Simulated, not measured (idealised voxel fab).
Process module under the name voxel spacer lines
This is section cut - it's 245 nm across, gridded in 5 nm square cells.
Notation: cross-section as square-cell grid; stated in bands, top first, going down; one or more cell rows per band. Basically the band line says how high the top is and how high the bottom is, in nm, and then what's in it from left to right, every material with its width in nm. Empty space shows up as "empty", and if a single material carries "all across" it runs the full band edge to edge. All heights in this document are referenced to 0, defined as the level beneath which the wafer, as received, consists entirely of one material. The lowest band is not bounded below; it extends indefinitely downward and is written in the form "0..down". Top row gets the first number, bottom row gets the second, and each row in between changes by the same step: that is how a band width like "30->40" works. "nothing got changed" for a step: no cell of the cross-section changed in that step. The label "Enclosed internal voids" introduces a list of the empty spaces, 8 cells or larger, that have no open way up to the top; each entry in it reads width x height at distance, where the distance is taken from the left edge and all three are stated in nm. Anything after a step's settings on that line? It's the simulator's own note about the step. A step's line can hold "overlay nm"; with a mask on that step, the setting says how far right of the planned place the mask lay, while a negative setting says it lay to the left.
Intended process steps
| 1 | RECEIVE, material Si |
| 2 | CONFORMAL_DEP, material Al2O3, thk nm 10 |
| 3 | DIRECTIONAL_DEP, material SiN, thk nm 20 |
| 4 | DIRECTIONAL_DEP, material aC, thk nm 20 |
| 5 | PATTERN, tone cover, mask id MANDREL, material resist, width nm 25, pitch nm 70, thk nm 30, overlay nm 0 |
| 6 | DIRECTIONAL_ETCH, etch materials aC, depth nm 20 |
| 7 | STRIP, etch materials resist |
| 8 | CONFORMAL_DEP, material SiO2, thk nm 10 |
| 9 | DIRECTIONAL_ETCH, etch materials SiO2, depth nm 10 |
| 10 | STRIP, etch materials aC |
| 11 | DIRECTIONAL_ETCH, etch materials SiN, depth nm 20 |
| 12 | STRIP, etch materials SiO2 |
On the first of the two wafers: run conducted according to plan
Cross-section of the incoming wafer, state after step 1
	0..down: Si all across
	Enclosed internal voids: none
How the wafer stands in section after step 2
	10..0: Al2O3 all across
	Below 0 it's all the same as before, nothing changed down there.
How the wafer stands in section after step 3
	30..10: SiN all across
	Below 10 it's all the same as before, nothing changed down there.
How the wafer stands in section after step 4
	50..30: aC all across
	Below 30 it's all the same as before, nothing changed down there.
How the wafer stands in section after step 5
	80..50: 75 nm empty  25 nm resist  45 nm empty  25 nm resist  75 nm empty
	Below 50 it's all the same as before, nothing changed down there.
How the wafer stands in section after step 6
	60..50: 75 nm empty  25 nm resist  45 nm empty  25 nm resist  75 nm empty
	50..30: 75 nm empty  25 nm aC  45 nm empty  25 nm aC  75 nm empty
	Below 30 it's all the same as before, nothing changed down there.
How the wafer stands in section after step 7
	50..30: 75 nm empty  25 nm aC  45 nm empty  25 nm aC  75 nm empty
	Below 30 it's all the same as before, nothing changed down there.
How the wafer stands in section after step 8
	60..50: 65 nm empty  45 nm SiO2  25 nm empty  45 nm SiO2  65 nm empty
	50..40: 65 nm empty  10 nm SiO2  25 nm aC  10 nm SiO2  25 nm empty  10 nm SiO2  25 nm aC  10 nm SiO2  65 nm empty
	40..30: 75 nm SiO2  25 nm aC  45 nm SiO2  25 nm aC  75 nm SiO2
	Below 30 it's all the same as before, nothing changed down there.
How the wafer stands in section after step 9
	50..30: 65 nm empty  10 nm SiO2  25 nm aC  10 nm SiO2  25 nm empty  10 nm SiO2  25 nm aC  10 nm SiO2  65 nm empty
	Below 30 it's all the same as before, nothing changed down there.
How the wafer stands in section after step 10
	50..30: 65 nm empty  10 nm SiO2  25 nm empty  10 nm SiO2  25 nm empty  10 nm SiO2  25 nm empty  10 nm SiO2  65 nm empty
	Below 30 it's all the same as before, nothing changed down there.
How the wafer stands in section after step 11
	50..30: 65 nm empty  10 nm SiO2  25 nm empty  10 nm SiO2  25 nm empty  10 nm SiO2  25 nm empty  10 nm SiO2  65 nm empty
	30..10: 65 nm empty  10 nm SiN  25 nm empty  10 nm SiN  25 nm empty  10 nm SiN  25 nm empty  10 nm SiN  65 nm empty
	Below 10 it's all the same as before, nothing changed down there.
How the wafer stands in section after step 12
	30..10: 65 nm empty  10 nm SiN  25 nm empty  10 nm SiN  25 nm empty  10 nm SiN  25 nm empty  10 nm SiN  65 nm empty
	Below 10 it's all the same as before, nothing changed down there.
Notes, second wafer: start = first wafer's, plan = first wafer's, execution had one mistake; history identical to first through step 1
Second wafer, cut view, end of step 2 per plan: nothing got changed
Second wafer, cut view, end of step 3 per plan
	20..0: SiN all across
	Below 0 it's all the same as before, nothing changed down there.
Second wafer, cut view, end of step 4 per plan
	40..20: aC all across
	Below 20 it's all the same as before, nothing changed down there.
Second wafer, cut view, end of step 5 per plan
	70..40: 75 nm empty  25 nm resist  45 nm empty  25 nm resist  75 nm empty
	Below 40 it's all the same as before, nothing changed down there.
Second wafer, cut view, end of step 6 per plan
	50..40: 75 nm empty  25 nm resist  45 nm empty  25 nm resist  75 nm empty
	40..20: 75 nm empty  25 nm aC  45 nm empty  25 nm aC  75 nm empty
	Below 20 it's all the same as before, nothing changed down there.
Second wafer, cut view, end of step 7 per plan
	40..20: 75 nm empty  25 nm aC  45 nm empty  25 nm aC  75 nm empty
	Below 20 it's all the same as before, nothing changed down there.
Second wafer, cut view, end of step 8 per plan
	50..40: 65 nm empty  45 nm SiO2  25 nm empty  45 nm SiO2  65 nm empty
	40..30: 65 nm empty  10 nm SiO2  25 nm aC  10 nm SiO2  25 nm empty  10 nm SiO2  25 nm aC  10 nm SiO2  65 nm empty
	30..20: 75 nm SiO2  25 nm aC  45 nm SiO2  25 nm aC  75 nm SiO2
	Below 20 it's all the same as before, nothing changed down there.
Second wafer, cut view, end of step 9 per plan
	40..20: 65 nm empty  10 nm SiO2  25 nm aC  10 nm SiO2  25 nm empty  10 nm SiO2  25 nm aC  10 nm SiO2  65 nm empty
	Below 20 it's all the same as before, nothing changed down there.
Second wafer, cut view, end of step 10 per plan
	40..20: 65 nm empty  10 nm SiO2  25 nm empty  10 nm SiO2  25 nm empty  10 nm SiO2  25 nm empty  10 nm SiO2  65 nm empty
	Below 20 it's all the same as before, nothing changed down there.
Second wafer, cut view, end of step 11 per plan
	40..20: 65 nm empty  10 nm SiO2  25 nm empty  10 nm SiO2  25 nm empty  10 nm SiO2  25 nm empty  10 nm SiO2  65 nm empty
	20..0: 65 nm empty  10 nm SiN  25 nm empty  10 nm SiN  25 nm empty  10 nm SiN  25 nm empty  10 nm SiN  65 nm empty
	Below 0 it's all the same as before, nothing changed down there.
Second wafer, cut view, end of step 12 per plan
	20..0: 65 nm empty  10 nm SiN  25 nm empty  10 nm SiN  25 nm empty  10 nm SiN  25 nm empty  10 nm SiN  65 nm empty
	Below 0 it's all the same as before, nothing changed down there.
What went wrong in running the wafer? the plan's step 2 went unexecuted, having been skipped
Final difference in cells, second wafer against first, listed per material as more or fewer: 98 fewer of Al2O3
